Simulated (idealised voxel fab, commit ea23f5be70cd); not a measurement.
Process module heading - voxel self aligned contacts
The width of the displayed cross-section, cut, is 290 nm; its cells are square, with a size of 5 nm.
In this document a cross-section is written as a grid of square cells. It is given as a series of bands, listed from the top down, and a band is one or more rows of cells. Band: top height; bottom height; in nm. Then, left to right: material with width in nm, for each material. "all across": a single material spanning edge to edge. "empty": empty space. The reference from which all heights are counted is 0, the level beneath which the as-received wafer is entirely one material; the lowest band, having no lower bound, proceeds downward and is written after the example "0 down". Per-row width for "30->40": begins at first number (top row of band), ends at second number (bottom row), increment between rows held constant. Key: "nothing different" - step with no changed cell in the cross-section. Empty spaces counting at least 8 cells and having no open way to the top are listed in "Closed void catalog". The notation width x height at distance is used for each, the distance being from the left edge and all three values in nm. On each step's line, the part that comes after the settings is the simulator's own comment on the step. A step's line can hold "overlay nm"; with a mask on that step, the setting says how far right of the planned place the mask lay, while a negative setting says it lay to the left.
Steps planned for the process:
1) RECEIVE: material Si
2) CONFORMAL_DEP: material SiO2, thk nm 5
3) DIRECTIONAL_DEP: material polySi, thk nm 25
4) DIRECTIONAL_DEP: material SiN, thk nm 15
5) PATTERN: tone cover, mask id GATE, material resist, width nm 35, pitch nm 60, thk nm 15, overlay nm 0
6) DIRECTIONAL_ETCH: etch materials SiN, depth nm 15
7) DIRECTIONAL_ETCH: etch materials polySi, depth nm 25
8) STRIP: etch materials resist
9) CONFORMAL_DEP: material SiN, thk nm 5
10) DIRECTIONAL_ETCH: etch materials SiN, depth nm 5
11) FILL_DEP: material SiO2, thk nm 20
12) CMP: height nm 55
13) DIRECTIONAL_DEP: material aC, thk nm 15
14) PATTERN: tone open, mask id CONTACT, material resist, width nm 35, thk nm 35, overlay nm 0
15) DIRECTIONAL_ETCH: etch materials aC, depth nm 15
16) STRIP: etch materials resist
17) DIRECTIONAL_ETCH: etch materials SiO2, depth nm 55
18) STRIP: etch materials aC
19) CONFORMAL_DEP: material TiN, thk nm 5
20) FILL_DEP: material Ru, thk nm 10
21) CMP: height nm 55
22) CONFORMAL_DEP: material SiCN, thk nm 5
Cross-section of the wafer upon arrival, representing the state reached after step 1:
    0 down | Si all across
    Closed void catalog: none
Same starting wafer, same plan as above, one mistake in the execution; this is the cross-section at the end of the module:
    60 to 55 | SiCN all across
    55 to 45 | 125 of SiO2, 5 of TiN, 25 of Ru, 5 of TiN, 130 of SiO2
    45 to 40 | 125 of SiO2, 10 of TiN, 15 of Ru, 10 of TiN, 130 of SiO2
    40 to 30 | 95 of SiO2, 35 of SiN, 5 of TiN, 15 of Ru, 5 of TiN, 35 of SiN, 100 of SiO2
    30 to 5 | 95 of SiO2, 35 of polySi, 5 of TiN, 15 of Ru, 5 of TiN, 35 of polySi, 100 of SiO2
    5 to 0 | 130 of SiO2, 25 of TiN, 135 of SiO2
    0 down | Si all across
    Closed void catalog: none
Nonconformance to the process plan: not run: step 9 of the plan (skipped)
